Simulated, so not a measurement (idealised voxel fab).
Module name: voxel local oxidation (process module)
Square cell edge 5 nm, section width 150 nm, ID cut.
Heads up, the way a cross-section reads in here is a grid of square cells, handed over as bands from the top down, with every band being one or more rows of cells.
Top, bottom (nm), then materials left to right with widths (nm); lone material tagged "everywhere" fills the whole band edge to edge; "blank" = empty space.
A quick word on heights: they are counted from 0, and under that level the wafer as it came to us is one material throughout. The lowest band is different from the rest in having no bottom; it simply continues downward, written as in "top 0, no bottom".
It should be noted that a width expressed as "30 to 40" varies in equal increments from row to row of cells within the band, taking the value of the first number at the top row and that of the second number at the bottom row.
No cell of the cross-section changed in a step that is given as "remained the same".
Reported under the label "Fully enclosed voids" are the empty spaces having no open way to the top and comprising 8 cells or more; the notation for each is width x height at distance, in which the distance is measured from the left edge and all three values are in nm.
Whatever follows a step's settings on its line is a remark the simulator itself makes about that step.
overlay nm: step with mask; distance mask lay right of planned place; negative value = left of planned place.

The following list gives the planned process steps:
1 RECEIVE with material Si
2 CONFORMAL_DEP with material SiO2, thk nm 5
3 CONFORMAL_DEP with material SiN, thk nm 10
4 MASKED_ETCH with tone cover, mask id ACTIVE, width nm 90, etch materials SiN, depth nm 10, overlay nm 0
5 SELECTIVE_ETCH with etch materials SiO2, depth nm 5
6 OXIDIZE with depth nm 15
7 STRIP with etch materials SiN

On the first of the two wafers: run conducted according to plan:

The cross-section here shows the wafer as received, i.e. in its state after step 1:
  top 0, no bottom  Si everywhere
  Fully enclosed voids: none

The wafer in cross-section once step 2 is complete:
  top 5, bottom 0  SiO2 everywhere
  Under the height 0 nothing was changed.

The wafer in cross-section once step 3 is complete:
  top 15, bottom 5  SiN everywhere
  Under the height 5 nothing was changed.

The wafer in cross-section once step 4 is complete:
  top 15, bottom 5  blank (30) / SiN (90) / blank (30)
  Under the height 5 nothing was changed.

The wafer in cross-section once step 5 is complete:
  top 15, bottom 5  blank (30) / SiN (90) / blank (30)
  top 5, bottom 0  blank (35) / SiO2 (80) / blank (35)
  Under the height 0 nothing was changed.

The wafer in cross-section once step 6 is complete:
  top 15, bottom 5  blank (30) / SiN (90) / blank (30)
  top 5, bottom 0  blank (35) / SiO2 (80) / blank (35)
  top 0, bottom -15  SiO2 (50) / Si (50) / SiO2 (50)
  Under the height -15 nothing was changed.

The wafer in cross-section once step 7 is complete:
  top 5, bottom 0  blank (35) / SiO2 (80) / blank (35)
  Under the height 0 nothing was changed.

The second wafer began exactly as the first did and followed the same plan, but one mistake was made while running it; through step 6 inclusive, the two wafers are identical:

Cross-sectional representation of the second wafer at the time designated in the plan for the completion of step 7:
  top 0, bottom -15  blank (50) / Si (50) / blank (50)
  Under the height -15 nothing was changed.
The plan and the run diverged here: contrary to plan, step 7 was performed as STRIP with etch materials SiO2
Final difference in cells, second wafer against first, listed per material as more or fewer: SiO2 -76
